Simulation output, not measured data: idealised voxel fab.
process module | voxel transistor to metal
cross-section cut | 215 nm wide | cells 5 nm
A cross-section is a grid of square cells, given in bands from the top down. A band is one or more rows of cells.
Each band's line starts with the height of the band's top and of its bottom, in nm. Then come its materials from left to right, each with its width in nm. One material with "throughout" fills the band from edge to edge. "air" is empty space.
Height 0 is the level under which the wafer as received is all one material. The lowest band goes on downwards, as in "0 down".
A width such as "30 to 40" changes by the same amount from each row of cells to the next, from the band's top row to its bottom row.
"no change" after a step means that no cell of the cross-section changed.
closed voids: empty space of 8 cells or more with no open way to the top, each as width x height at its distance from the left edge, in nm
after a step's settings: what the simulator itself notes on the step
overlay nm, on a step with a mask: how far to the right of its planned place the mask lay; to the left if negative
plan
1 op RECEIVE | material Si
2 op OXIDIZE | depth nm 5
3 op CONFORMAL_DEP | material SiN | thk nm 10
4 op DIRECTIONAL_DEP | material aC | thk nm 10
5 op PATTERN | tone cover | mask id ACTIVE | material resist | width nm 120 | thk nm 25 | overlay nm 0
6 op DIRECTIONAL_ETCH | etch materials aC | depth nm 10
7 op STRIP | etch materials resist
8 op DIRECTIONAL_ETCH | etch materials SiN | depth nm 10
9 op DIRECTIONAL_ETCH | etch materials SiO2 | depth nm 5
10 op DIRECTIONAL_ETCH | etch materials Si | depth nm 25
11 op STRIP | etch materials aC
12 op FILL_DEP | material SiO2 | thk nm 15
13 op CMP | height nm 10
14 op SELECTIVE_ETCH | etch materials SiO2 | depth nm 5
15 op STRIP | etch materials SiN
16 op SELECTIVE_ETCH | etch materials SiO2 | depth nm 5
17 op OXIDIZE | depth nm 5
18 op DIRECTIONAL_DEP | material polySi | thk nm 20
19 op DIRECTIONAL_DEP | material SiCN | thk nm 10
20 op MASKED_ETCH | tone cover | mask id GATE | width nm 30 | etch materials SiCN | depth nm 20 | overlay nm 0
21 op MASKED_ETCH | tone cover | mask id GATE | width nm 30 | etch materials polySi | depth nm 30 | overlay nm 0
22 op CONFORMAL_DEP | material SiO2 | thk nm 5
23 op DIRECTIONAL_ETCH | etch materials SiO2 | depth nm 5
24 op CONFORMAL_DEP | material SiN | thk nm 5
25 op DIRECTIONAL_ETCH | etch materials SiN | depth nm 5
26 op DIRECTIONAL_ETCH | etch materials SiO2 | depth nm 5
27 op EPI | material pSi | thk nm 5
28 op FILL_DEP | material SiO2 | thk nm 10
29 op CMP | height nm 15
30 op STRIP | etch materials polySi
31 op SELECTIVE_ETCH | etch materials SiO2 | depth nm 5
32 op CONFORMAL_DEP | material HfO2 | thk nm 5
33 op CONFORMAL_DEP | material TiN | thk nm 5
34 op FILL_DEP | material W | thk nm 10
35 op CMP | height nm 10
36 op DIRECTIONAL_DEP | material SiO2 | thk nm 15
37 op MASKED_ETCH | tone open | mask id CONTACT | width nm 20 | pitch nm 90 | etch materials SiO2 | depth nm 30 | overlay nm 0
38 op CONFORMAL_DEP | material TiN | thk nm 5
39 op FILL_DEP | material W | thk nm 10
40 op CMP | height nm 25
41 op CONFORMAL_DEP | material SiN | thk nm 5
42 op DIRECTIONAL_DEP | material SiO2 | thk nm 20
43 op MASKED_ETCH | tone open | mask id METAL_1 | width nm 20 | pitch nm 90 | etch materials SiO2 | depth nm 20 | overlay nm 0
44 op MASKED_ETCH | tone open | mask id METAL_1 | width nm 20 | pitch nm 90 | etch materials SiN | depth nm 5 | overlay nm 0
45 op CONFORMAL_DEP | material TiN | thk nm 5
46 op FILL_DEP | material Ru | thk nm 5
47 op CMP | height nm 50
48 op CONFORMAL_DEP | material SiCN | thk nm 5
first wafer, as planned
as received, after step 1
  0 down: Si throughout
  closed voids: none
after step 2
  0 to -5: SiO2 throughout
  below -5: unchanged
after step 3
  10 to 0: SiN throughout
  below 0: unchanged
after step 4
  20 to 10: aC throughout
  below 10: unchanged
after step 5
  45 to 20: air 45 | resist 120 | air 50
  below 20: unchanged
after step 6
  35 to 20: air 45 | resist 120 | air 50
  20 to 10: air 45 | aC 120 | air 50
  below 10: unchanged
after step 7
  20 to 10: air 45 | aC 120 | air 50
  below 10: unchanged
after step 8
  20 to 10: air 45 | aC 120 | air 50
  10 to 0: air 45 | SiN 120 | air 50
  below 0: unchanged
after step 9
  20 to 10: air 45 | aC 120 | air 50
  10 to 0: air 45 | SiN 120 | air 50
  0 to -5: air 45 | SiO2 120 | air 50
  below -5: unchanged
after step 10
  20 to 10: air 45 | aC 120 | air 50
  10 to 0: air 45 | SiN 120 | air 50
  0 to -5: air 45 | SiO2 120 | air 50
  -5 to -30: air 45 | Si 120 | air 50
  below -30: unchanged
after step 11
  10 to 0: air 45 | SiN 120 | air 50
  below 0: unchanged
after step 12
  25 to 10: SiO2 throughout
  10 to 0: SiO2 45 | SiN 120 | SiO2 50
  0 to -5: SiO2 throughout
  -5 to -30: SiO2 45 | Si 120 | SiO2 50
  below -30: unchanged
after step 13
  10 to 0: SiO2 45 | SiN 120 | SiO2 50
  below 0: unchanged
after step 14
  10 to 5: air 45 | SiN 120 | air 50
  below 5: unchanged
after step 15
  5 to 0: SiO2 45 | air 120 | SiO2 50
  below 0: unchanged
after step 16
  0 to -5: SiO2 40 | air 130 | SiO2 45
  below -5: unchanged
after step 17
  0 to -5: SiO2 40 | air 130 | SiO2 45
  -5 to -10: SiO2 throughout
  below -10: unchanged
after step 18
  20 to 15: polySi 40 | air 130 | polySi 45
  15 to 0: polySi throughout
  0 to -5: SiO2 40 | polySi 130 | SiO2 45
  below -5: unchanged
after step 19
  30 to 25: SiCN 40 | air 130 | SiCN 45
  25 to 20: SiCN throughout
  20 to 15: polySi 40 | SiCN 130 | polySi 45
  below 15: unchanged
after step 20
  25 to 20: air 90 | SiCN 30 | air 95
  20 to 15: polySi 40 | air 50 | SiCN 30 | air 50 | polySi 45
  below 15: unchanged
after step 21
  25 to 15: air 90 | SiCN 30 | air 95
  15 to 0: air 90 | polySi 30 | air 95
  0 to -5: SiO2 40 | air 50 | polySi 30 | air 50 | SiO2 45
  below -5: unchanged
after step 22
  30 to 25: air 85 | SiO2 40 | air 90
  25 to 15: air 85 | SiO2 5 | SiCN 30 | SiO2 5 | air 90
  15 to 5: air 85 | SiO2 5 | polySi 30 | SiO2 5 | air 90
  5 to 0: SiO2 45 | air 40 | SiO2 5 | polySi 30 | SiO2 5 | air 40 | SiO2 50
  0 to -5: SiO2 90 | polySi 30 | SiO2 95
  below -5: unchanged
after step 23
  25 to 15: air 85 | SiO2 5 | SiCN 30 | SiO2 5 | air 90
  15 to 0: air 85 | SiO2 5 | polySi 30 | SiO2 5 | air 90
  0 to -5: SiO2 45 | air 40 | SiO2 5 | polySi 30 | SiO2 5 | air 40 | SiO2 50
  below -5: unchanged
after step 24
  30 to 25: air 80 | SiN 50 | air 85
  25 to 15: air 80 | SiN 5 | SiO2 5 | SiCN 30 | SiO2 5 | SiN 5 | air 85
  15 to 5: air 80 | SiN 5 | SiO2 5 | polySi 30 | SiO2 5 | SiN 5 | air 85
  5 to 0: SiN 50 | air 30 | SiN 5 | SiO2 5 | polySi 30 | SiO2 5 | SiN 5 | air 30 | SiN 55
  0 to -5: SiO2 45 | SiN 40 | SiO2 5 | polySi 30 | SiO2 5 | SiN 40 | SiO2 50
  below -5: unchanged
after step 25
  25 to 15: air 80 | SiN 5 | SiO2 5 | SiCN 30 | SiO2 5 | SiN 5 | air 85
  15 to 0: air 80 | SiN 5 | SiO2 5 | polySi 30 | SiO2 5 | SiN 5 | air 85
  0 to -5: SiO2 45 | SiN 5 | air 30 | SiN 5 | SiO2 5 | polySi 30 | SiO2 5 | SiN 5 | air 30 | SiN 5 | SiO2 50
  below -5: unchanged
after step 26
  25 to 20: air 80 | SiN 5 | air 5 | SiCN 30 | air 5 | SiN 5 | air 85
  20 to 15: air 80 | SiN 5 | SiO2 5 | SiCN 30 | SiO2 5 | SiN 5 | air 85
  15 to 0: air 80 | SiN 5 | SiO2 5 | polySi 30 | SiO2 5 | SiN 5 | air 85
  0 to -5: air 45 | SiN 5 | air 30 | SiN 5 | SiO2 5 | polySi 30 | SiO2 5 | SiN 5 | air 30 | SiN 5 | air 50
  -5 to -10: SiO2 50 | air 30 | SiO2 50 | air 30 | SiO2 55
  below -10: unchanged
after step 27
  25 to 20: air 80 | SiN 5 | air 5 | SiCN 30 | air 5 | SiN 5 | air 85
  20 to 15: air 80 | SiN 5 | SiO2 5 | SiCN 30 | SiO2 5 | SiN 5 | air 85
  15 to 0: air 80 | SiN 5 | SiO2 5 | polySi 30 | SiO2 5 | SiN 5 | air 85
  0 to -5: air 45 | SiN 5 | air 30 | SiN 5 | SiO2 5 | polySi 30 | SiO2 5 | SiN 5 | air 30 | SiN 5 | air 50
  -5 to -10: SiO2 50 | pSi 30 | SiO2 50 | pSi 30 | SiO2 55
  below -10: unchanged
after step 28
  35 to 25: SiO2 throughout
  25 to 15: SiO2 80 | SiN 5 | SiO2 5 | SiCN 30 | SiO2 5 | SiN 5 | SiO2 85
  15 to 0: SiO2 80 | SiN 5 | SiO2 5 | polySi 30 | SiO2 5 | SiN 5 | SiO2 85
  0 to -5: SiO2 45 | SiN 5 | SiO2 30 | SiN 5 | SiO2 5 | polySi 30 | SiO2 5 | SiN 5 | SiO2 30 | SiN 5 | SiO2 50
  below -5: unchanged
after step 29
  15 to 0: SiO2 80 | SiN 5 | SiO2 5 | polySi 30 | SiO2 5 | SiN 5 | SiO2 85
  below 0: unchanged
after step 30
  15 to 0: SiO2 80 | SiN 5 | SiO2 5 | air 30 | SiO2 5 | SiN 5 | SiO2 85
  0 to -5: SiO2 45 | SiN 5 | SiO2 30 | SiN 5 | SiO2 5 | air 30 | SiO2 5 | SiN 5 | SiO2 30 | SiN 5 | SiO2 50
  below -5: unchanged
after step 31
  15 to 10: air 80 | SiN 5 | air 40 | SiN 5 | air 85
  10 to 0: SiO2 80 | SiN 5 | air 40 | SiN 5 | SiO2 85
  0 to -5: SiO2 45 | SiN 5 | SiO2 30 | SiN 5 | air 40 | SiN 5 | SiO2 30 | SiN 5 | SiO2 50
  -5 to -10: SiO2 50 | pSi 30 | SiO2 5 | air 40 | SiO2 5 | pSi 30 | SiO2 55
  below -10: unchanged
after step 32
  20 to 15: air 75 | HfO2 15 | air 30 | HfO2 15 | air 80
  15 to 10: HfO2 80 | SiN 5 | HfO2 5 | air 30 | HfO2 5 | SiN 5 | HfO2 85
  10 to 0: SiO2 80 | SiN 5 | HfO2 5 | air 30 | HfO2 5 | SiN 5 | SiO2 85
  0 to -5: SiO2 45 | SiN 5 | SiO2 30 | SiN 5 | HfO2 5 | air 30 | HfO2 5 | SiN 5 | SiO2 30 | SiN 5 | SiO2 50
  -5 to -10: SiO2 50 | pSi 30 | SiO2 5 | HfO2 40 | SiO2 5 | pSi 30 | SiO2 55
  below -10: unchanged
after step 33
  25 to 20: air 70 | TiN 25 | air 20 | TiN 25 | air 75
  20 to 15: TiN 75 | HfO2 15 | TiN 5 | air 20 | TiN 5 | HfO2 15 | TiN 80
  15 to 10: HfO2 80 | SiN 5 | HfO2 5 | TiN 5 | air 20 | TiN 5 | HfO2 5 | SiN 5 | HfO2 85
  10 to 0: SiO2 80 | SiN 5 | HfO2 5 | TiN 5 | air 20 | TiN 5 | HfO2 5 | SiN 5 | SiO2 85
  0 to -5: SiO2 45 | SiN 5 | SiO2 30 | SiN 5 | HfO2 5 | TiN 30 | HfO2 5 | SiN 5 | SiO2 30 | SiN 5 | SiO2 50
  below -5: unchanged
after step 34
  35 to 25: W throughout
  25 to 20: W 70 | TiN 25 | W 20 | TiN 25 | W 75
  20 to 15: TiN 75 | HfO2 15 | TiN 5 | W 20 | TiN 5 | HfO2 15 | TiN 80
  15 to 10: HfO2 80 | SiN 5 | HfO2 5 | TiN 5 | W 20 | TiN 5 | HfO2 5 | SiN 5 | HfO2 85
  10 to 0: SiO2 80 | SiN 5 | HfO2 5 | TiN 5 | W 20 | TiN 5 | HfO2 5 | SiN 5 | SiO2 85
  below 0: unchanged
after step 35
  10 to 0: SiO2 80 | SiN 5 | HfO2 5 | TiN 5 | W 20 | TiN 5 | HfO2 5 | SiN 5 | SiO2 85
  below 0: unchanged
after step 36
  25 to 10: SiO2 throughout
  below 10: unchanged
after step 37
  25 to 10: SiO2 50 | air 20 | SiO2 70 | air 20 | SiO2 55
  10 to 0: SiO2 50 | air 20 | SiO2 10 | SiN 5 | HfO2 5 | TiN 5 | W 20 | TiN 5 | HfO2 5 | SiN 5 | SiO2 10 | air 20 | SiO2 55
  0 to -5: SiO2 45 | SiN 5 | air 20 | SiO2 10 | SiN 5 | HfO2 5 | TiN 30 | HfO2 5 | SiN 5 | SiO2 10 | air 20 | SiN 5 | SiO2 50
  below -5: unchanged
after step 38
  30 to 25: TiN 55 | air 10 | TiN 80 | air 10 | TiN 60
  25 to 10: SiO2 50 | TiN 5 | air 10 | TiN 5 | SiO2 70 | TiN 5 | air 10 | TiN 5 | SiO2 55
  10 to 0: SiO2 50 | TiN 5 | air 10 | TiN 5 | SiO2 10 | SiN 5 | HfO2 5 | TiN 5 | W 20 | TiN 5 | HfO2 5 | SiN 5 | SiO2 10 | TiN 5 | air 10 | TiN 5 | SiO2 55
  0 to -5: SiO2 45 | SiN 5 | TiN 20 | SiO2 10 | SiN 5 | HfO2 5 | TiN 30 | HfO2 5 | SiN 5 | SiO2 10 | TiN 20 | SiN 5 | SiO2 50
  below -5: unchanged
after step 39
  40 to 30: W throughout
  30 to 25: TiN 55 | W 10 | TiN 80 | W 10 | TiN 60
  25 to 10: SiO2 50 | TiN 5 | W 10 | TiN 5 | SiO2 70 | TiN 5 | W 10 | TiN 5 | SiO2 55
  10 to 0: SiO2 50 | TiN 5 | W 10 | TiN 5 | SiO2 10 | SiN 5 | HfO2 5 | TiN 5 | W 20 | TiN 5 | HfO2 5 | SiN 5 | SiO2 10 | TiN 5 | W 10 | TiN 5 | SiO2 55
  below 0: unchanged
after step 40
  25 to 10: SiO2 50 | TiN 5 | W 10 | TiN 5 | SiO2 70 | TiN 5 | W 10 | TiN 5 | SiO2 55
  below 10: unchanged
after step 41
  30 to 25: SiN throughout
  below 25: unchanged
after step 42
  50 to 30: SiO2 throughout
  below 30: unchanged
after step 43
  50 to 30: SiO2 50 | air 20 | SiO2 70 | air 20 | SiO2 55
  below 30: unchanged
after step 44
  50 to 30: SiO2 50 | air 20 | SiO2 70 | air 20 | SiO2 55
  30 to 25: SiN 50 | air 20 | SiN 70 | air 20 | SiN 55
  below 25: unchanged
after step 45
  55 to 50: TiN 55 | air 10 | TiN 80 | air 10 | TiN 60
  50 to 30: SiO2 50 | TiN 5 | air 10 | TiN 5 | SiO2 70 | TiN 5 | air 10 | TiN 5 | SiO2 55
  30 to 25: SiN 50 | TiN 20 | SiN 70 | TiN 20 | SiN 55
  below 25: unchanged
after step 46
  60 to 55: Ru throughout
  55 to 50: TiN 55 | Ru 10 | TiN 80 | Ru 10 | TiN 60
  50 to 30: SiO2 50 | TiN 5 | Ru 10 | TiN 5 | SiO2 70 | TiN 5 | Ru 10 | TiN 5 | SiO2 55
  below 30: unchanged
after step 47
  50 to 30: SiO2 50 | TiN 5 | Ru 10 | TiN 5 | SiO2 70 | TiN 5 | Ru 10 | TiN 5 | SiO2 55
  below 30: unchanged
after step 48
  55 to 50: SiCN throughout
  below 50: unchanged
second wafer: like start, like plan, one mistake. Through step 34 it matches the first wafer
when step 35 should have ended: no change
when step 36 should have ended
  50 to 35: SiO2 throughout
  below 35: unchanged
when step 37 should have ended
  50 to 35: SiO2 50 | air 20 | SiO2 70 | air 20 | SiO2 55
  below 35: unchanged
when step 38 should have ended
  55 to 50: TiN 55 | air 10 | TiN 80 | air 10 | TiN 60
  50 to 40: SiO2 50 | TiN 5 | air 10 | TiN 5 | SiO2 70 | TiN 5 | air 10 | TiN 5 | SiO2 55
  40 to 35: SiO2 50 | TiN 20 | SiO2 70 | TiN 20 | SiO2 55
  below 35: unchanged
when step 39 should have ended
  65 to 55: W throughout
  55 to 50: TiN 55 | W 10 | TiN 80 | W 10 | TiN 60
  50 to 40: SiO2 50 | TiN 5 | W 10 | TiN 5 | SiO2 70 | TiN 5 | W 10 | TiN 5 | SiO2 55
  below 40: unchanged
when step 40 should have ended
  25 to 20: W 70 | TiN 25 | W 20 | TiN 25 | W 75
  below 20: unchanged
when step 41 should have ended
  30 to 25: SiN throughout
  below 25: unchanged
when step 42 should have ended
  50 to 30: SiO2 throughout
  below 30: unchanged
when step 43 should have ended
  50 to 30: SiO2 50 | air 20 | SiO2 70 | air 20 | SiO2 55
  below 30: unchanged
when step 44 should have ended
  50 to 30: SiO2 50 | air 20 | SiO2 70 | air 20 | SiO2 55
  30 to 25: SiN 50 | air 20 | SiN 70 | air 20 | SiN 55
  below 25: unchanged
when step 45 should have ended
  55 to 50: TiN 55 | air 10 | TiN 80 | air 10 | TiN 60
  50 to 30: SiO2 50 | TiN 5 | air 10 | TiN 5 | SiO2 70 | TiN 5 | air 10 | TiN 5 | SiO2 55
  30 to 25: SiN 50 | TiN 20 | SiN 70 | TiN 20 | SiN 55
  below 25: unchanged
when step 46 should have ended
  60 to 55: Ru throughout
  55 to 50: TiN 55 | Ru 10 | TiN 80 | Ru 10 | TiN 60
  50 to 30: SiO2 50 | TiN 5 | Ru 10 | TiN 5 | SiO2 70 | TiN 5 | Ru 10 | TiN 5 | SiO2 55
  below 30: unchanged
when step 47 should have ended
  50 to 30: SiO2 50 | TiN 5 | Ru 10 | TiN 5 | SiO2 70 | TiN 5 | Ru 10 | TiN 5 | SiO2 55
  below 30: unchanged
when step 48 should have ended
  55 to 50: SiCN throughout
  below 50: unchanged
what went wrong: step 35 was left out
at the end the second wafer has, in cells: 41 more of HfO2 | 2 more of SiN | 81 fewer of SiO2 | 17 more of TiN | 21 more of W
